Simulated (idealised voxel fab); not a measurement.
Process module name: voxel wiring stack
Square cells of 5 nm make up the cross-section cut, whose width is 175 nm.
The cross-sections in this document take the form of a grid made of square cells. They are written out as bands, in order from top to bottom. Each band consists of one or more rows of cells.
Heights first: top, then bottom, in nm. Then materials, left to right, each with a width in nm. "throughout" on a single material: fills the band edge to edge. "empty": empty space.
Counting heights begins at 0, where everything beneath is, in the wafer as received, one material. The lowest band has no bottom; it goes on downwards, as "from 0 down" shows.
When a width is written as two numbers, as in "30->40", the first number is the width in the top row of cells of the band and the second is the width in its bottom row, and the width changes by the same amount from each row to the next.
"everything unchanged" (step): cross-section cells unchanged, all of them.
Closed-off voids of 8+ cells (no open route to the top) go in "Sealed internal voids", written width x height at distance from the left edge, in nm.
Heads up: the bit after the settings on a step's line is the simulator's remark on that step.
The setting "overlay nm" may be written on the line of a step. When the step uses a mask, the value reports how far to the right of the planned place the mask lay, and a negative value reports that it lay to the left.
-- This section lists the process steps that were planned
1) RECEIVE with material Si
2) CONFORMAL_DEP with material SiO2, thk nm 15
3) DIRECTIONAL_DEP with material TiN, thk nm 5
4) DIRECTIONAL_DEP with material Ru, thk nm 15
5) MASKED_ETCH with tone cover, mask id METAL_1, width nm 20, pitch nm 40, etch materials Ru, depth nm 15, overlay nm 0
6) MASKED_ETCH with tone cover, mask id METAL_1, width nm 20, pitch nm 40, etch materials TiN, depth nm 5, overlay nm 0
7) CONFORMAL_DEP with material SiN, thk nm 5
8) FILL_DEP with material SiO2, thk nm 10
9) CMP with height nm 35
10) CONFORMAL_DEP with material SiCN, thk nm 5
11) DIRECTIONAL_DEP with material SiO2, thk nm 20
12) DIRECTIONAL_DEP with material aC, thk nm 10
13) PATTERN with tone open, mask id PLUG_1, material resist, width nm 15, pitch nm 80, thk nm 30, overlay nm 0
14) DIRECTIONAL_ETCH with etch materials aC, depth nm 10
15) STRIP with etch materials resist
16) DIRECTIONAL_ETCH with etch materials SiO2, depth nm 20
17) DIRECTIONAL_ETCH with etch materials SiCN, depth nm 5
18) STRIP with etch materials aC
19) CONFORMAL_DEP with material TiN, thk nm 5
20) FILL_DEP with material Ru, thk nm 5
21) CMP with height nm 60
22) CONFORMAL_DEP with material SiCN, thk nm 5
23) DIRECTIONAL_DEP with material SiO2, thk nm 15
24) MASKED_ETCH with tone open, mask id METAL_2, width nm 20, pitch nm 40, etch materials SiO2, depth nm 15, overlay nm 0
25) MASKED_ETCH with tone open, mask id METAL_2, width nm 20, pitch nm 40, etch materials SiCN, depth nm 5, overlay nm 0
26) CONFORMAL_DEP with material TiN, thk nm 5
27) FILL_DEP with material Ru, thk nm 5
28) CMP with height nm 80
29) CONFORMAL_DEP with material SiCN, thk nm 5
-- Concerning the first of two wafers, which was run in accordance with the plan
-- Received-state cross-section, reflecting completion of step 1
> from 0 down | Si throughout
> Sealed internal voids: none
-- After step 2, in cross-section
> from 15 to 0 | SiO2 throughout
> Below a height of 0, the structure has not been altered.
-- After step 3, in cross-section
> from 20 to 15 | TiN throughout
> Below a height of 15, the structure has not been altered.
-- After step 4, in cross-section
> from 35 to 20 | Ru throughout
> Below a height of 20, the structure has not been altered.
-- After step 5, in cross-section
> from 35 to 20 | 35 empty, 20 Ru, 20 empty, 20 Ru, 20 empty, 20 Ru, 40 empty
> Below a height of 20, the structure has not been altered.
-- After step 6, in cross-section
> from 35 to 20 | 35 empty, 20 Ru, 20 empty, 20 Ru, 20 empty, 20 Ru, 40 empty
> from 20 to 15 | 35 empty, 20 TiN, 20 empty, 20 TiN, 20 empty, 20 TiN, 40 empty
> Below a height of 15, the structure has not been altered.
-- After step 7, in cross-section
> from 40 to 35 | 30 empty, 30 SiN, 10 empty, 30 SiN, 10 empty, 30 SiN, 35 empty
> from 35 to 20 | 30 empty, 5 SiN, 20 Ru, 5 SiN, 10 empty, 5 SiN, 20 Ru, 5 SiN, 10 empty, 5 SiN, 20 Ru, 5 SiN, 35 empty
> from 20 to 15 | 35 SiN, 20 TiN, 20 SiN, 20 TiN, 20 SiN, 20 TiN, 40 SiN
> Below a height of 15, the structure has not been altered.
-- After step 8, in cross-section
> from 50 to 40 | SiO2 throughout
> from 40 to 35 | 30 SiO2, 30 SiN, 10 SiO2, 30 SiN, 10 SiO2, 30 SiN, 35 SiO2
> from 35 to 20 | 30 SiO2, 5 SiN, 20 Ru, 5 SiN, 10 SiO2, 5 SiN, 20 Ru, 5 SiN, 10 SiO2, 5 SiN, 20 Ru, 5 SiN, 35 SiO2
> Below a height of 20, the structure has not been altered.
-- After step 9, in cross-section
> from 35 to 20 | 30 SiO2, 5 SiN, 20 Ru, 5 SiN, 10 SiO2, 5 SiN, 20 Ru, 5 SiN, 10 SiO2, 5 SiN, 20 Ru, 5 SiN, 35 SiO2
> Below a height of 20, the structure has not been altered.
-- After step 10, in cross-section
> from 40 to 35 | SiCN throughout
> Below a height of 35, the structure has not been altered.
-- After step 11, in cross-section
> from 60 to 40 | SiO2 throughout
> Below a height of 40, the structure has not been altered.
-- After step 12, in cross-section
> from 70 to 60 | aC throughout
> Below a height of 60, the structure has not been altered.
-- After step 13, in cross-section
> from 100 to 70 | 35 resist, 15 empty, 65 resist, 15 empty, 45 resist
> Below a height of 70, the structure has not been altered.
-- After step 14, in cross-section
> from 90 to 70 | 35 resist, 15 empty, 65 resist, 15 empty, 45 resist
> from 70 to 60 | 35 aC, 15 empty, 65 aC, 15 empty, 45 aC
> Below a height of 60, the structure has not been altered.
-- After step 15, in cross-section
> from 70 to 60 | 35 aC, 15 empty, 65 aC, 15 empty, 45 aC
> Below a height of 60, the structure has not been altered.
-- After step 16, in cross-section
> from 70 to 60 | 35 aC, 15 empty, 65 aC, 15 empty, 45 aC
> from 60 to 40 | 35 SiO2, 15 empty, 65 SiO2, 15 empty, 45 SiO2
> Below a height of 40, the structure has not been altered.
-- After step 17, in cross-section
> from 70 to 60 | 35 aC, 15 empty, 65 aC, 15 empty, 45 aC
> from 60 to 40 | 35 SiO2, 15 empty, 65 SiO2, 15 empty, 45 SiO2
> from 40 to 35 | 35 SiCN, 15 empty, 65 SiCN, 15 empty, 45 SiCN
> Below a height of 35, the structure has not been altered.
-- After step 18, in cross-section
> from 60 to 40 | 35 SiO2, 15 empty, 65 SiO2, 15 empty, 45 SiO2
> Below a height of 40, the structure has not been altered.
-- After step 19, in cross-section
> from 65 to 60 | 40 TiN, 5 empty, 75 TiN, 5 empty, 50 TiN
> from 60 to 40 | 35 SiO2, 5 TiN, 5 empty, 5 TiN, 65 SiO2, 5 TiN, 5 empty, 5 TiN, 45 SiO2
> from 40 to 35 | 35 SiCN, 15 TiN, 65 SiCN, 15 TiN, 45 SiCN
> Below a height of 35, the structure has not been altered.
-- After step 20, in cross-section
> from 70 to 65 | Ru throughout
> from 65 to 60 | 40 TiN, 5 Ru, 75 TiN, 5 Ru, 50 TiN
> from 60 to 40 | 35 SiO2, 5 TiN, 5 Ru, 5 TiN, 65 SiO2, 5 TiN, 5 Ru, 5 TiN, 45 SiO2
> Below a height of 40, the structure has not been altered.
-- After step 21, in cross-section
> from 60 to 40 | 35 SiO2, 5 TiN, 5 Ru, 5 TiN, 65 SiO2, 5 TiN, 5 Ru, 5 TiN, 45 SiO2
> Below a height of 40, the structure has not been altered.
-- After step 22, in cross-section
> from 65 to 60 | SiCN throughout
> Below a height of 60, the structure has not been altered.
-- After step 23, in cross-section
> from 80 to 65 | SiO2 throughout
> Below a height of 65, the structure has not been altered.
-- After step 24, in cross-section
> from 80 to 65 | 35 SiO2, 20 empty, 20 SiO2, 20 empty, 20 SiO2, 20 empty, 40 SiO2
> Below a height of 65, the structure has not been altered.
-- After step 25, in cross-section
> from 80 to 65 | 35 SiO2, 20 empty, 20 SiO2, 20 empty, 20 SiO2, 20 empty, 40 SiO2
> from 65 to 60 | 35 SiCN, 20 empty, 20 SiCN, 20 empty, 20 SiCN, 20 empty, 40 SiCN
> Below a height of 60, the structure has not been altered.
-- After step 26, in cross-section
> from 85 to 80 | 40 TiN, 10 empty, 30 TiN, 10 empty, 30 TiN, 10 empty, 45 TiN
> from 80 to 65 | 35 SiO2, 5 TiN, 10 empty, 5 TiN, 20 SiO2, 5 TiN, 10 empty, 5 TiN, 20 SiO2, 5 TiN, 10 empty, 5 TiN, 40 SiO2
> from 65 to 60 | 35 SiCN, 20 TiN, 20 SiCN, 20 TiN, 20 SiCN, 20 TiN, 40 SiCN
> Below a height of 60, the structure has not been altered.
-- After step 27, in cross-section
> from 90 to 85 | Ru throughout
> from 85 to 80 | 40 TiN, 10 Ru, 30 TiN, 10 Ru, 30 TiN, 10 Ru, 45 TiN
> from 80 to 65 | 35 SiO2, 5 TiN, 10 Ru, 5 TiN, 20 SiO2, 5 TiN, 10 Ru, 5 TiN, 20 SiO2, 5 TiN, 10 Ru, 5 TiN, 40 SiO2
> Below a height of 65, the structure has not been altered.
-- After step 28, in cross-section
> from 80 to 65 | 35 SiO2, 5 TiN, 10 Ru, 5 TiN, 20 SiO2, 5 TiN, 10 Ru, 5 TiN, 20 SiO2, 5 TiN, 10 Ru, 5 TiN, 40 SiO2
> Below a height of 65, the structure has not been altered.
-- After step 29, in cross-section
> from 85 to 80 | SiCN throughout
> Below a height of 80, the structure has not been altered.
-- Second wafer, same starting conditions and recipe as the first, one mistake in executing it, nothing differs from the first up to and including step 19
-- Cross-section of the second wafer at the time step 20 of the plan should have ended
> from 70 to 65 | SiO2 throughout
> from 65 to 60 | 40 TiN, 5 SiO2, 75 TiN, 5 SiO2, 50 TiN
> from 60 to 40 | 35 SiO2, 5 TiN, 5 SiO2, 5 TiN, 65 SiO2, 5 TiN, 5 SiO2, 5 TiN, 45 SiO2
> Below a height of 40, the structure has not been altered.
-- Cross-section of the second wafer at the time step 21 of the plan should have ended
> from 60 to 40 | 35 SiO2, 5 TiN, 5 SiO2, 5 TiN, 65 SiO2, 5 TiN, 5 SiO2, 5 TiN, 45 SiO2
> Below a height of 40, the structure has not been altered.
-- Cross-section of the second wafer at the time step 22 of the plan should have ended
> from 65 to 60 | SiCN throughout
> Below a height of 60, the structure has not been altered.
-- Cross-section of the second wafer at the time step 23 of the plan should have ended
> from 80 to 65 | SiO2 throughout
> Below a height of 65, the structure has not been altered.
-- Cross-section of the second wafer at the time step 24 of the plan should have ended
> from 80 to 65 | 35 SiO2, 20 empty, 20 SiO2, 20 empty, 20 SiO2, 20 empty, 40 SiO2
> Below a height of 65, the structure has not been altered.
-- Cross-section of the second wafer at the time step 25 of the plan should have ended
> from 80 to 65 | 35 SiO2, 20 empty, 20 SiO2, 20 empty, 20 SiO2, 20 empty, 40 SiO2
> from 65 to 60 | 35 SiCN, 20 empty, 20 SiCN, 20 empty, 20 SiCN, 20 empty, 40 SiCN
> Below a height of 60, the structure has not been altered.
-- Cross-section of the second wafer at the time step 26 of the plan should have ended
> from 85 to 80 | 40 TiN, 10 empty, 30 TiN, 10 empty, 30 TiN, 10 empty, 45 TiN
> from 80 to 65 | 35 SiO2, 5 TiN, 10 empty, 5 TiN, 20 SiO2, 5 TiN, 10 empty, 5 TiN, 20 SiO2, 5 TiN, 10 empty, 5 TiN, 40 SiO2
> from 65 to 60 | 35 SiCN, 20 TiN, 20 SiCN, 20 TiN, 20 SiCN, 20 TiN, 40 SiCN
> Below a height of 60, the structure has not been altered.
-- Cross-section of the second wafer at the time step 27 of the plan should have ended
> from 90 to 85 | Ru throughout
> from 85 to 80 | 40 TiN, 10 Ru, 30 TiN, 10 Ru, 30 TiN, 10 Ru, 45 TiN
> from 80 to 65 | 35 SiO2, 5 TiN, 10 Ru, 5 TiN, 20 SiO2, 5 TiN, 10 Ru, 5 TiN, 20 SiO2, 5 TiN, 10 Ru, 5 TiN, 40 SiO2
> Below a height of 65, the structure has not been altered.
-- Cross-section of the second wafer at the time step 28 of the plan should have ended
> from 80 to 65 | 35 SiO2, 5 TiN, 10 Ru, 5 TiN, 20 SiO2, 5 TiN, 10 Ru, 5 TiN, 20 SiO2, 5 TiN, 10 Ru, 5 TiN, 40 SiO2
> Below a height of 65, the structure has not been altered.
-- Cross-section of the second wafer at the time step 29 of the plan should have ended
> from 85 to 80 | SiCN throughout
> Below a height of 80, the structure has not been altered.
So what did we get wrong on this run? it should be noted that step 20 was executed with settings other than those planned, the operation and settings actually applied being FILL_DEP with material SiO2, thk nm 5
Count the cells at the end and the second wafer has more or fewer of some materials than the first: Ru -8, SiO2 +8
